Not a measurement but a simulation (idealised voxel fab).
The name of this process module is voxel released beams.
Section cut is 165 nm wide and gridded with 5 nm square cells.
Square cells in a grid make up a cross-section in this document, and the grid is given as bands, listed from the top down, each one or more rows of cells.
The band entry comprises the height of the band's top followed by the height of its bottom, expressed in nm, and subsequently the band's materials from left to right, each stated together with its width in nm. Where a single material is marked with the word "edge to edge", that material fills the band from edge to edge. The word "empty" represents empty space.
Convention: height 0 is the level below which the wafer, as received, is all one material. The lowest band does not terminate at the bottom but continues downward, represented as "top 0, no bottom".
Think of "30..40" as a width that walks from the first number to the second as you go down the band, top row to bottom row, taking equal-sized steps from row to row.
"no modification" for a step: no cell of the cross-section changed in that step.
"Cavities, sealed" contains a list of empty spaces, each no smaller than 8 cells and without an open way to the top, written in the form width x height at distance with the distance from the left edge and all three in nm.
If you see something after the settings on a step's line, that's the simulator's own remark about that step.
When a step includes a mask, the "overlay nm" setting on its line states how far to the right of its planned place that mask lay, and negative values state how far to the left.
PROCESS STEPS FORESEEN IN THE PLAN
1. RECEIVE: material Si
2. CONFORMAL_DEP: material SiN, thk nm 5
3. DIRECTIONAL_DEP: material SiO2, thk nm 20
4. DIRECTIONAL_DEP: material aC, thk nm 15
5. PATTERN: tone open, mask id ANCHOR, material resist, width nm 30, thk nm 30, overlay nm 0
6. DIRECTIONAL_ETCH: etch materials aC, depth nm 15
7. STRIP: etch materials resist
8. DIRECTIONAL_ETCH: etch materials SiO2, depth nm 20
9. STRIP: etch materials aC
10. CONFORMAL_DEP: material polySi, thk nm 10
11. PATTERN: tone cover, mask id BEAM, material resist, width nm 75, thk nm 15, overlay nm -15
12. DIRECTIONAL_ETCH: etch materials polySi, depth nm 10
13. STRIP: etch materials resist
14. STRIP: etch materials SiO2
The value of overlay nm given for step 11 in the plan refers to the first wafer; the wafers vary in this setting and are alike at the start.
CROSS-SECTION OF THE FIRST OF SEVERAL WAFERS ON RECEIPT, REFLECTING COMPLETION OF STEP 1
- top 0, no bottom: Si edge to edge
- Cavities, sealed: none
THE ROWS OF THE TABLE BELOW ARE WAFERS. LOOKING AT THE END OF THE MODULE, A ROW COUNTS, FOR EVERY MATERIAL, THE CELLS THE WAFER HAS GAINED, SHOWN AS (+), OR LOST, SHOWN AS (-), SINCE IT WAS RECEIVED; ITS CLOSED VOIDS COME NEXT
overlay nm -15 | +33 SiN | +46 polySi | Cavities, sealed: none
overlay nm -10 | +33 SiN | +46 polySi | Cavities, sealed: none
overlay nm -5 | +33 SiN | +46 polySi | Cavities, sealed: none
overlay nm 0 | +33 SiN | +46 polySi | Cavities, sealed: none
overlay nm 5 | +33 SiN | +46 polySi | Cavities, sealed: none
overlay nm 10 | +33 SiN | +46 polySi | Cavities, sealed: none
overlay nm 15 | +33 SiN | +46 polySi | Cavities, sealed: none
